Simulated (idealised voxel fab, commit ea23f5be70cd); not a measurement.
Process module name: voxel tone inversion
The width of the displayed cross-section, cut, is 220 nm; its cells are square, with a size of 5 nm.
Cross-section = grid of square cells, listed top down in bands; band = one or more rows. The entry gives the band's vertical extent as a top height and a bottom height in nm, then its horizontal make-up as materials from left to right, each with a width in nm. "air" stands for empty space; a single material marked "full width" fills the band edge to edge. Height reference: 0 = level under which incoming wafer is all one material. Lowest band: no bottom, runs on downward, e.g. "top 0, no bottom". A width such as "30..40" changes by the same amount from each row of cells to the next, from the band's top row to its bottom row. A step reported as "no modifications" is a step in which no cell of the cross-section changed. Unvented cavities: empty space of 8 cells or more with no open way to the top, each as width x height at its distance from the left edge, in nm. It should be noted that, on the line of a given step, the content following the step's settings is a remark produced by the simulator itself with respect to that step. On any step carrying a mask, the "overlay nm" setting, if present on the step's line, tells how far right of its planned place the mask lay; negative values point to the left.
# Process steps foreseen in the plan
step 1: RECEIVE: material Si
step 2: CONFORMAL_DEP: material SiN, thk nm 5
step 3: DIRECTIONAL_DEP: material polySi, thk nm 20
step 4: PATTERN: tone cover, mask id POSTS, material resist, width nm 15, pitch nm 45, thk nm 25, overlay nm 0
step 5: DIRECTIONAL_ETCH: etch materials polySi, depth nm 20
step 6: STRIP: etch materials resist
step 7: FILL_DEP: material lowk, thk nm 10
step 8: CMP: height nm 25
step 9: STRIP: etch materials polySi
# As-received wafer cross-section (after step 1)
    top 0, no bottom | Si full width
    Unvented cavities: none
# Sectioned view, first of two wafers, at the close of the module, processed as intended in the plan
    top 25, bottom 5 | 35 lowk, then 15 air, then 30 lowk, then 15 air, then 30 lowk, then 15 air, then 30 lowk, then 15 air, then 35 lowk
    top 5, bottom 0 | SiN full width
    top 0, no bottom | Si full width
    Unvented cavities: none
# Second of two wafers, module complete, sectioned: it shares the first wafer's start and plan but was run with one mistake
    top 25, bottom 5 | 35 lowk, then 15 air, then 30 lowk, then 15 air, then 30 lowk, then 15 air, then 30 lowk, then 15 air, then 35 lowk
    top 5, bottom 0 | lowk full width
    top 0, no bottom | Si full width
    Unvented cavities: none
Plan not followed: contrary to plan, step 2 was performed as CONFORMAL_DEP: material lowk, thk nm 5
Final cells, second wafer relative to first, materials higher or lower: -44 SiN; +44 lowk
